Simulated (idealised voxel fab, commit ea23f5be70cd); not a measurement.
process module | voxel air gaps
The figure presents cross-section cut, which has a width of 175 nm and is divided into square cells with an edge length of 5 nm.
Throughout this document, each cross-section is represented as a grid of square cells and is presented as a sequence of bands enumerated from the top downward, where a band comprises one or more rows of cells.
Within each band entry, the heights of the top and of the bottom of the band appear first, in that order and in nm; the materials of the band then follow from left to right, each with its corresponding width in nm. The designation "all across" on a single material indicates that it fills the band from edge to edge; the designation "blank" indicates empty space.
Height datum 0, below which the as-received substrate wafer is one material. Lowest band open at the bottom, running downward: "z 0 and below".
The two numbers in a width such as "30..40" mark its ends across the band: the first belongs to the top row of cells, the second to the bottom row, and from each row to the next the width moves by the same amount.
"left unchanged" (step): cross-section cells unchanged, all of them.
Heads up: "Fully sealed voids" only lists the empty pockets with no open path to the top that are 8 cells or more, and it writes them as width x height at distance, distance from the left edge, in nm.
Anything after a step's settings on that line? It's the simulator's own note about the step.
overlay nm: where the mask lay relative to plan, measured to the right, on steps with a mask; negatives go left.
Here's what the planned process steps look like:
1,RECEIVE [material Si]
2,CONFORMAL_DEP [material SiO2] [thk nm 15]
3,CONFORMAL_DEP [material SiCN] [thk nm 5]
4,DIRECTIONAL_DEP [material lowk] [thk nm 35]
5,DIRECTIONAL_DEP [material aC] [thk nm 15]
6,PATTERN [tone open] [mask id LINES] [material resist] [width nm 20] [pitch nm 50] [thk nm 35] [overlay nm 0]
7,DIRECTIONAL_ETCH [etch materials aC] [depth nm 15]
8,STRIP [etch materials resist]
9,DIRECTIONAL_ETCH [etch materials lowk] [depth nm 35]
10,STRIP [etch materials aC]
11,CONFORMAL_DEP [material TiN] [thk nm 5]
12,FILL_DEP [material W] [thk nm 10]
13,CMP [height nm 55]
14,EPI [material Ru] [thk nm 10]
15,SELECTIVE_ETCH [etch materials lowk] [depth nm 45]
16,CONFORMAL_DEP [material SiCN] [thk nm 5]
Wafer as received: cross-section following step 1:
z 0 and below: Si all across
Fully sealed voids: none
a wafer at the end: this start, this plan, one mistake:
z 80 to 75: SiCN: 170; blank: 5
z 75 to 55: SiCN: 5; Ru: 160; SiCN: 5; blank: 5
z 55 to 50: SiCN: 25; TiN: 5; W: 10; TiN: 5; lowk: 30; TiN: 5; W: 10; TiN: 5; lowk: 30; TiN: 5; W: 10; TiN: 5; SiCN: 25; blank: 5
z 50 to 25: blank: 20; SiCN: 5; TiN: 5; W: 10; TiN: 5; lowk: 30; TiN: 5; W: 10; TiN: 5; lowk: 30; TiN: 5; W: 10; TiN: 5; SiCN: 5; blank: 25
z 25 to 20: SiCN: 25; TiN: 20; lowk: 30; TiN: 20; lowk: 30; TiN: 20; SiCN: 30
z 20 to 15: SiCN all across
z 15 to 0: SiO2 all across
z 0 and below: Si all across
Fully sealed voids: 20 x 25 at 0
Diagnosis: it should be noted that step 14 of the plan was executed twice
